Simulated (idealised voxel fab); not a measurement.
Title: Process Module voxel wiring stack
Cross-section cut: width 175 nm, square cells of 5 nm.
Cross-section spec: square-cell grid; bands listed top down; each band is one or more rows. Band: top height; bottom height; in nm. Then, left to right: material with width in nm, for each material. "edge to edge": a single material spanning edge to edge. "blank": empty space. Below 0: as-received wafer, all one material; heights counted from there. Lowest band: no bottom, goes on down, written "0..down". When a width is written as two numbers, as in "30..40", the first number is the width in the top row of cells of the band and the second is the width in its bottom row, and the width changes by the same amount from each row to the next. Step marked "stayed the same"? Then no cell in the cross-section changed in it. "Completely sealed voids": empty spaces of 8 cells or more with no open way to the top, each given as width x height at distance, distance from the left edge, all in nm. Formally, on a step line, whatever follows the settings is a remark that the simulator itself makes on the step. overlay nm: where the mask lay relative to plan, measured to the right, on steps with a mask; negatives go left.
Planned process steps:
1 RECEIVE with material Si
2 CONFORMAL_DEP with material SiO2, thk nm 15
3 DIRECTIONAL_DEP with material TiN, thk nm 5
4 DIRECTIONAL_DEP with material Ru, thk nm 25
5 DIRECTIONAL_DEP with material aC, thk nm 15
6 PATTERN with tone cover, mask id METAL_1, material resist, width nm 30, pitch nm 50, thk nm 30, overlay nm 0
7 DIRECTIONAL_ETCH with etch materials aC, depth nm 15
8 STRIP with etch materials resist
9 DIRECTIONAL_ETCH with etch materials Ru, depth nm 25
10 DIRECTIONAL_ETCH with etch materials TiN, depth nm 5
11 STRIP with etch materials aC
12 FILL_DEP with material lowk, thk nm 10
13 CMP with height nm 45
14 CONFORMAL_DEP with material SiCN, thk nm 5
15 DIRECTIONAL_DEP with material SiO2, thk nm 30
16 MASKED_ETCH with tone open, mask id METAL_2, width nm 30, pitch nm 50, etch materials SiO2, depth nm 15, overlay nm 0
17 PATTERN with tone open, mask id METAL_2_HOLES, material resist, width nm 15, pitch nm 50, thk nm 20, overlay nm 0
18 DIRECTIONAL_ETCH with etch materials SiO2, depth nm 15
19 DIRECTIONAL_ETCH with etch materials SiCN, depth nm 5
20 STRIP with etch materials resist
21 CONFORMAL_DEP with material TiN, thk nm 5
22 FILL_DEP with material Ru, thk nm 10
23 CMP with height nm 80
24 CONFORMAL_DEP with material SiCN, thk nm 5
25 DIRECTIONAL_DEP with material lowk, thk nm 10
26 PATTERN with tone open, mask id PLUG_2, material resist, width nm 15, thk nm 20, overlay nm 0
27 DIRECTIONAL_ETCH with etch materials lowk, depth nm 10
28 DIRECTIONAL_ETCH with etch materials SiCN, depth nm 5
29 STRIP with etch materials resist
30 EPI with material Ru, thk nm 10
31 EPI with material Ru, thk nm 5
32 DIRECTIONAL_DEP with material TiN, thk nm 5
33 DIRECTIONAL_DEP with material Ru, thk nm 20
34 DIRECTIONAL_DEP with material aC, thk nm 10
35 PATTERN with tone cover, mask id METAL_3, material resist, width nm 30, pitch nm 50, thk nm 30, overlay nm 0
36 DIRECTIONAL_ETCH with etch materials aC, depth nm 10
37 STRIP with etch materials resist
38 DIRECTIONAL_ETCH with etch materials Ru, depth nm 20
39 DIRECTIONAL_ETCH with etch materials TiN, depth nm 5
40 STRIP with etch materials aC
41 FILL_DEP with material lowk, thk nm 5
42 CMP with height nm 120
43 CONFORMAL_DEP with material SiCN, thk nm 5
All wafers enter the flow in the same state. The thk nm at step 24 differs from wafer to wafer, and the plan gives the value for the first wafer.
The as-received cross-section of the first of several wafers corresponds to the state after step 1:
> 0..down  Si edge to edge
> Completely sealed voids: none
Take a look at the first of several wafers in cross-section: the module is done, and step 43 was its last step:
> 125..120  SiCN edge to edge
> 120..100  lowk 45, then Ru 30, then lowk 20, then Ru 30, then lowk 50
> 100..95  lowk 45, then TiN 30, then lowk 20, then TiN 30, then lowk 50
> 95..85  lowk 45, then Ru 15, then lowk 115
> 85..80  SiCN 45, then Ru 15, then SiCN 115
> 80..70  SiO2 45, then TiN 5, then Ru 20, then TiN 5, then SiO2 20, then TiN 5, then Ru 20, then TiN 5, then SiO2 50
> 70..65  SiO2 45, then TiN 5, then Ru 5, then TiN 20, then SiO2 20, then TiN 5, then Ru 5, then TiN 20, then SiO2 50
> 65..50  SiO2 45, then TiN 5, then Ru 5, then TiN 5, then SiO2 35, then TiN 5, then Ru 5, then TiN 5, then SiO2 65
> 50..45  SiCN 45, then TiN 15, then SiCN 35, then TiN 15, then SiCN 65
> 45..20  lowk 45, then Ru 30, then lowk 20, then Ru 30, then lowk 50
> 20..15  lowk 45, then TiN 30, then lowk 20, then TiN 30, then lowk 50
> 15..0  SiO2 edge to edge
> 0..down  Si edge to edge
> Completely sealed voids: none
Of the several wafers, the last: cross-section at the end of the module:
> 125..120  SiCN edge to edge
> 120..115  lowk 45, then Ru 30, then lowk 20, then Ru 30, then lowk 50
> 115..110  lowk 45, then Ru 15, then TiN 15, then lowk 20, then TiN 30, then lowk 50
> 110..100  lowk 45, then Ru 15, then lowk 115
> 100..95  SiCN 45, then TiN 15, then SiCN 115
> 95..80  SiCN edge to edge
> 80..70  SiO2 45, then TiN 5, then Ru 20, then TiN 5, then SiO2 20, then TiN 5, then Ru 20, then TiN 5, then SiO2 50
> 70..65  SiO2 45, then TiN 5, then Ru 5, then TiN 20, then SiO2 20, then TiN 5, then Ru 5, then TiN 20, then SiO2 50
> 65..50  SiO2 45, then TiN 5, then Ru 5, then TiN 5, then SiO2 35, then TiN 5, then Ru 5, then TiN 5, then SiO2 65
> 50..45  SiCN 45, then TiN 15, then SiCN 35, then TiN 15, then SiCN 65
> 45..20  lowk 45, then Ru 30, then lowk 20, then Ru 30, then lowk 50
> 20..15  lowk 45, then TiN 30, then lowk 20, then TiN 30, then lowk 50
> 15..0  SiO2 edge to edge
> 0..down  Si edge to edge
> Completely sealed voids: none
So in this table every wafer gets its own row, and what you see is where it stands at the end of the module: for each material, how many cells it picked up (+) or gave up (-) since we received it, and after that its closed voids:
thk nm 5 | +141 Ru | +96 SiCN | +261 SiO2 | +60 TiN | +317 lowk | Completely sealed voids: none
thk nm 10 | +123 Ru | +131 SiCN | +261 SiO2 | +60 TiN | +300 lowk | Completely sealed voids: none
thk nm 15 | +114 Ru | +166 SiCN | +261 SiO2 | +60 TiN | +274 lowk | Completely sealed voids: none
thk nm 20 | +105 Ru | +201 SiCN | +261 SiO2 | +60 TiN | +248 lowk | Completely sealed voids: none
